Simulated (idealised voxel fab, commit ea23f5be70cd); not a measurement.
This section sets out a process module, namely voxel transistor to metal.
Section shown: cut. Width: 205 nm. Cell size: 5 nm, square.
Cross-section format: a grid of square cells, given as bands from top to bottom; each band is one or more rows of cells.
What a band's entry tells you: where the top is and where the bottom is, as heights in nm, and after that what lies inside, material by material from left to right, each with its width in nm. Empty space is written as the word "blank", and a single material marked with the word "all across" occupies the band from edge to edge.
Measure heights from 0. That's the level where, below it, the as-received wafer is all one material. The lowest band is bottomless and extends downward; write it as in "z 0 and below".
Note: "30..40" means the width goes from the first number (top row of the band) to the second number (bottom row) in equal steps per row of cells.
Take "changes: none" at face value: in the step it is given for, the cross-section changed in none of its cells.
Entry "Non-vented voids". Content: empty spaces with no open connection to the top, size 8 cells or greater. Each: width x height at distance. Distance: from left edge. Unit: nm.
That trailing text on a step's line, after the settings, is the simulator's own remark on the step.
Regarding "overlay nm": on a step with a mask, it is the distance the mask lay to the right of its planned place; a negative value places it to the left.
So here's the lineup of process steps we planned
1,RECEIVE: material Si
2,OXIDIZE: depth nm 5
3,CONFORMAL_DEP: material SiN, thk nm 15
4,MASKED_ETCH: tone cover, mask id ACTIVE, width nm 110, etch materials SiN, depth nm 15, overlay nm 0
5,MASKED_ETCH: tone cover, mask id ACTIVE, width nm 110, etch materials SiO2, depth nm 5, overlay nm 0
6,MASKED_ETCH: tone cover, mask id ACTIVE, width nm 110, etch materials Si, depth nm 25, overlay nm 0
7,FILL_DEP: material SiO2, thk nm 10
8,CMP: height nm 15
9,SELECTIVE_ETCH: etch materials SiO2, depth nm 5
10,STRIP: etch materials SiN
11,SELECTIVE_ETCH: etch materials SiO2, depth nm 5
12,OXIDIZE: depth nm 5
13,DIRECTIONAL_DEP: material polySi, thk nm 25
14,DIRECTIONAL_DEP: material SiCN, thk nm 10
15,PATTERN: tone cover, mask id GATE, material resist, width nm 30, thk nm 20, overlay nm 0
16,DIRECTIONAL_ETCH: etch materials SiCN, depth nm 20
17,DIRECTIONAL_ETCH: etch materials polySi, depth nm 35
18,STRIP: etch materials resist
19,CONFORMAL_DEP: material SiO2, thk nm 5
20,DIRECTIONAL_ETCH: etch materials SiO2, depth nm 5
21,CONFORMAL_DEP: material SiN, thk nm 10
22,DIRECTIONAL_ETCH: etch materials SiN, depth nm 10
23,DIRECTIONAL_ETCH: etch materials SiO2, depth nm 5
24,DIRECTIONAL_ETCH: etch materials Si, depth nm 5
25,EPI: material nSi, thk nm 5
26,FILL_DEP: material SiO2, thk nm 5
27,CMP: height nm 20
28,STRIP: etch materials polySi
29,SELECTIVE_ETCH: etch materials SiO2, depth nm 5
30,CONFORMAL_DEP: material HfO2, thk nm 5
31,CONFORMAL_DEP: material TiN, thk nm 5
32,FILL_DEP: material W, thk nm 5
33,CMP: height nm 15
34,DIRECTIONAL_DEP: material SiO2, thk nm 15
35,MASKED_ETCH: tone open, mask id CONTACT, width nm 15, pitch nm 80, etch materials SiO2, depth nm 40, overlay nm 0
36,CONFORMAL_DEP: material TiN, thk nm 5
37,FILL_DEP: material W, thk nm 5
38,CMP: height nm 30
39,DIRECTIONAL_DEP: material TiN, thk nm 5
40,DIRECTIONAL_DEP: material Ru, thk nm 15
41,PATTERN: tone cover, mask id METAL_1, material resist, width nm 20, pitch nm 80, thk nm 15, overlay nm 0
42,DIRECTIONAL_ETCH: etch materials Ru, depth nm 15
43,DIRECTIONAL_ETCH: etch materials TiN, depth nm 5
44,STRIP: etch materials resist
45,CONFORMAL_DEP: material SiCN, thk nm 5
46,FILL_DEP: material SiO2, thk nm 10
47,CMP: height nm 50
48,CONFORMAL_DEP: material SiN, thk nm 5
varied across the wafers: width nm of step 35. The plan shows the first wafer's value. All wafers start alike
Cross-section, first of several wafers, as delivered after step 1
	z 0 and below: Si all across
	Non-vented voids: none
At the end of the module, after its last step, step 48, the first of several wafers appears in cross-section as follows
	z 55 to 50: SiN all across
	z 50 to 35: SiO2 45 nm, SiCN 5 nm, Ru 20 nm, SiCN 5 nm, SiO2 50 nm, SiCN 5 nm, Ru 20 nm, SiCN 5 nm, SiO2 50 nm
	z 35 to 30: SiCN 50 nm, TiN 20 nm, SiCN 60 nm, TiN 20 nm, SiCN 55 nm
	z 30 to 15: SiO2 55 nm, TiN 5 nm, W 5 nm, TiN 5 nm, SiO2 65 nm, TiN 5 nm, W 5 nm, TiN 5 nm, SiO2 55 nm
	z 15 to 10: SiO2 55 nm, TiN 5 nm, W 5 nm, TiN 5 nm, SiN 10 nm, HfO2 5 nm, TiN 5 nm, W 20 nm, TiN 5 nm, HfO2 5 nm, SiN 10 nm, SiO2 5 nm, TiN 5 nm, W 5 nm, TiN 5 nm, SiO2 55 nm
	z 10 to 5: SiO2 55 nm, TiN 5 nm, W 5 nm, TiN 5 nm, SiN 10 nm, HfO2 5 nm, TiN 5 nm, W 20 nm, TiN 5 nm, HfO2 5 nm, SiN 10 nm, SiO2 5 nm, TiN 15 nm, SiO2 55 nm
	z 5 to 0: SiO2 45 nm, SiN 10 nm, TiN 5 nm, W 5 nm, TiN 5 nm, SiN 10 nm, HfO2 5 nm, TiN 5 nm, W 20 nm, TiN 5 nm, HfO2 5 nm, SiN 10 nm, SiO2 5 nm, TiN 10 nm, SiN 10 nm, SiO2 50 nm
	z 0 to -5: SiO2 45 nm, SiN 10 nm, TiN 15 nm, SiN 10 nm, HfO2 5 nm, TiN 30 nm, HfO2 5 nm, SiN 10 nm, SiO2 5 nm, TiN 10 nm, SiN 10 nm, SiO2 50 nm
	z -5 to -10: SiO2 55 nm, nSi 5 nm, TiN 5 nm, nSi 5 nm, SiO2 10 nm, HfO2 40 nm, SiO2 10 nm, nSi 5 nm, TiN 5 nm, nSi 5 nm, SiO2 60 nm
	z -10 to -15: SiO2 45 nm, Si 10 nm, nSi 15 nm, Si 60 nm, nSi 15 nm, Si 10 nm, SiO2 50 nm
	z -15 to -30: SiO2 45 nm, Si 110 nm, SiO2 50 nm
	z -30 and below: Si all across
	Non-vented voids: none
Final wafer of several, shown in cross-section at the end of the module
	z 55 to 50: SiN all across
	z 50 to 35: SiO2 45 nm, SiCN 5 nm, Ru 20 nm, SiCN 5 nm, SiO2 50 nm, SiCN 5 nm, Ru 20 nm, SiCN 5 nm, SiO2 50 nm
	z 35 to 30: SiCN 50 nm, TiN 20 nm, SiCN 60 nm, TiN 20 nm, SiCN 55 nm
	z 30 to 20: SiO2 45 nm, TiN 5 nm, W 25 nm, TiN 5 nm, SiO2 45 nm, TiN 5 nm, W 25 nm, TiN 5 nm, SiO2 45 nm
	z 20 to 15: SiO2 45 nm, TiN 5 nm, W 15 nm, TiN 15 nm, SiO2 45 nm, TiN 10 nm, W 20 nm, TiN 5 nm, SiO2 45 nm
	z 15 to 5: SiO2 45 nm, TiN 5..15 nm, W 15..5 nm, TiN 5 nm, SiN 10 nm, HfO2 5 nm, TiN 5 nm, W 20 nm, TiN 5 nm, HfO2 5 nm, SiN 10 nm, TiN 5 nm, W 20..5 nm, TiN 5..20 nm, SiO2 45 nm
	z 5 to 0: SiO2 45 nm, SiN 10 nm, TiN 5 nm, W 5 nm, TiN 5 nm, SiN 10 nm, HfO2 5 nm, TiN 5 nm, W 20 nm, TiN 5 nm, HfO2 5 nm, SiN 10 nm, TiN 5 nm, W 5 nm, TiN 5 nm, SiN 10 nm, TiN 5 nm, SiO2 45 nm
	z 0 to -5: SiO2 45 nm, SiN 10 nm, TiN 15 nm, SiN 10 nm, HfO2 5 nm, TiN 30 nm, HfO2 5 nm, SiN 10 nm, TiN 15 nm, SiN 10 nm, TiN 5 nm, SiO2 45 nm
	z -5 to -10: SiO2 55 nm, nSi 5 nm, TiN 5 nm, nSi 5 nm, SiO2 10 nm, HfO2 40 nm, SiO2 10 nm, nSi 5 nm, TiN 5 nm, nSi 5 nm, SiO2 10 nm, TiN 5 nm, SiO2 45 nm
	z -10 to -15: SiO2 45 nm, Si 10 nm, nSi 15 nm, Si 60 nm, nSi 15 nm, Si 10 nm, SiO2 50 nm
	z -15 to -30: SiO2 45 nm, Si 110 nm, SiO2 50 nm
	z -30 and below: Si all across
	Non-vented voids: none
For your reference, the table is organized with a row per wafer; each row reflects the wafer at the end of the module, indicating for each material the cells gained (+) or lost (-) since receipt, and thereafter its closed voids
width nm 15 | +16 HfO2 | +24 Ru | -164 Si | +45 SiCN | +65 SiN | +381 SiO2 | +52 TiN | +22 W | +10 nSi | Non-vented voids: none
width nm 20 | +16 HfO2 | +24 Ru | -164 Si | +45 SiCN | +65 SiN | +369 SiO2 | +54 TiN | +32 W | +10 nSi | Non-vented voids: none
width nm 25 | +16 HfO2 | +24 Ru | -164 Si | +45 SiCN | +65 SiN | +361 SiO2 | +56 TiN | +38 W | +10 nSi | Non-vented voids: none
width nm 30 | +16 HfO2 | +24 Ru | -164 Si | +45 SiCN | +65 SiN | +353 SiO2 | +58 TiN | +44 W | +10 nSi | Non-vented voids: none
width nm 35 | +16 HfO2 | +24 Ru | -164 Si | +45 SiCN | +65 SiN | +342 SiO2 | +63 TiN | +50 W | +10 nSi | Non-vented voids: none
